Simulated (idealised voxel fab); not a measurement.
Documented hereafter: the process module known as voxel wiring stack.
We display cut, a cross-section 295 nm in width whose square cells are each 5 nm.
This document writes a cross-section as a grid whose cells are square, and gives it as bands, listed from the top down; one or more rows of cells form a band. Read a band's entry like this: the first values are the height of its top and the height of its bottom in nm, and what follows is the sequence of materials from left to right, each with its width in nm. Note that "empty" is empty space, and that a single material marked "throughout" reaches across the band from edge to edge. Heights are expressed relative to 0, this being the level below which the as-received wafer comprises one material exclusively. The lowest band is unbounded in the downward direction and is denoted as in "z 0 and below". Per-row width for "30 to 40": begins at first number (top row of band), ends at second number (bottom row), increment between rows held constant. "remains unaltered" means the step left every cell of the cross-section as it was. In the "Trapped voids" entry, you get each enclosed empty space of 8 cells or more, one with no open way to the top, written width x height at distance, distance from the left edge, in nm. Anything after a step's settings on that line? It's the simulator's own note about the step. overlay nm: how far to the right of its planned place the mask lay on this masked step (negative: to the left).

[Here's what the planned process steps look like]
| 1 | RECEIVE, material Si |
| 2 | CONFORMAL_DEP, material SiO2, thk nm 10 |
| 3 | DIRECTIONAL_DEP, material TiN, thk nm 5 |
| 4 | DIRECTIONAL_DEP, material Ru, thk nm 15 |
| 5 | PATTERN, tone cover, mask id METAL_1, material resist, width nm 20, pitch nm 60, thk nm 20, overlay nm 0 |
| 6 | DIRECTIONAL_ETCH, etch materials Ru, depth nm 15 |
| 7 | DIRECTIONAL_ETCH, etch materials TiN, depth nm 5 |
| 8 | STRIP, etch materials resist |
| 9 | FILL_DEP, material SiO2, thk nm 5 |
| 10 | CMP, height nm 30 |
| 11 | CONFORMAL_DEP, material SiCN, thk nm 5 |
| 12 | DIRECTIONAL_DEP, material SiO2, thk nm 20 |
| 13 | MASKED_ETCH, tone open, mask id PLUG_1, width nm 15, pitch nm 120, etch materials SiO2, depth nm 20, overlay nm 0 |
| 14 | MASKED_ETCH, tone open, mask id PLUG_1, width nm 15, pitch nm 120, etch materials SiCN, depth nm 5, overlay nm 0 |
| 15 | EPI, material Ru, thk nm 10 |
| 16 | EPI, material Ru, thk nm 10 |
| 17 | EPI, material Ru, thk nm 5 |
| 18 | DIRECTIONAL_DEP, material TiN, thk nm 5 |
| 19 | DIRECTIONAL_DEP, material Ru, thk nm 25 |
| 20 | MASKED_ETCH, tone cover, mask id METAL_2, width nm 30, pitch nm 60, etch materials Ru, depth nm 25, overlay nm 0 |
| 21 | MASKED_ETCH, tone cover, mask id METAL_2, width nm 30, pitch nm 60, etch materials TiN, depth nm 5, overlay nm 0 |
| 22 | CONFORMAL_DEP, material SiCN, thk nm 5 |
| 23 | FILL_DEP, material SiO2, thk nm 5 |
| 24 | CMP, height nm 85 |
| 25 | CONFORMAL_DEP, material SiCN, thk nm 5 |
The plan's step 5 width nm is the first wafer's value; the wafers differ in this setting and start identical.

[As received, i.e. after step 1: cross-section through the first of several wafers]
* z 0 and below | Si throughout
* Trapped voids: none

[What follows is a table in which each wafer occupies a row; for the wafer as it stands at the close of the module, the row states, material by material, how many cells have been gained (+) or lost (-) since receipt, and then gives its closed voids]
width nm 20; +198 Ru; +187 SiCN; +637 SiO2; +40 TiN; Trapped voids: none
width nm 25; +210 Ru; +187 SiCN; +621 SiO2; +44 TiN; Trapped voids: none
width nm 30; +222 Ru; +187 SiCN; +605 SiO2; +48 TiN; Trapped voids: none
width nm 35; +234 Ru; +187 SiCN; +589 SiO2; +52 TiN; Trapped voids: none
width nm 40; +246 Ru; +187 SiCN; +573 SiO2; +56 TiN; Trapped voids: none
width nm 45; +258 Ru; +187 SiCN; +557 SiO2; +60 TiN; Trapped voids: none
